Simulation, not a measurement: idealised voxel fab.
The following process module bears the name voxel spacer lines.
Cross-section cut: width 250 nm, square cells of 5 nm.
If you're reading a cross-section in this doc, picture square cells in a grid; it comes to you as bands, top ones listed first down to the bottom, and a band can be one or more rows of cells.
This entry defines a band. It first specifies the height of the band's top and the height of its bottom in nm, and then specifies the band's materials from left to right, stating each material with its width in nm. The word "everywhere" identifies a single material that fills the band from edge to edge, while the word "empty" identifies empty space.
Height is counted from the level 0, under which the received wafer is composed throughout of one material. The lowest of the bands is not closed at the bottom but continues downward, in the notation "0 nm and below".
A width such as "30..40" changes by the same amount from each row of cells to the next, from the band's top row to its bottom row.
Step marked "all unchanged"? Then no cell in the cross-section changed in it.
Each empty space that has no open way to the top and spans at least 8 cells appears under "Voids lacking openings" as width x height at distance, the distance counted from the left edge, all in nm.
Formally, on a step line, whatever follows the settings is a remark that the simulator itself makes on the step.
overlay nm: right-of-plan distance of the mask on a masked step; negative values mean left-of-plan.

## plan
1 RECEIVE with material Si
2 CONFORMAL_DEP with material SiO2, thk nm 10
3 DIRECTIONAL_DEP with material TiN, thk nm 15
4 DIRECTIONAL_DEP with material aC, thk nm 30
5 PATTERN with tone cover, mask id MANDREL, material resist, width nm 25, pitch nm 80, thk nm 35, overlay nm 0
6 DIRECTIONAL_ETCH with etch materials aC, depth nm 30
7 STRIP with etch materials resist
8 CONFORMAL_DEP with material SiN, thk nm 15
9 DIRECTIONAL_ETCH with etch materials SiN, depth nm 15
10 STRIP with etch materials aC
11 DIRECTIONAL_ETCH with etch materials TiN, depth nm 15
12 STRIP with etch materials SiN

## Cross-section of the wafer upon arrival, representing the state reached after step 1
    0 nm and below  Si everywhere
    Voids lacking openings: none

## Final wafer profile in cross-section after the module, from the same start and plan as above, with one mistake made during processing
    40 nm to 10 nm  aC everywhere
    10 nm to 0 nm  SiO2 everywhere
    0 nm and below  Si everywhere
    Voids lacking openings: none
Diagnosis: steps 3 and 4: order swapped relative to plan
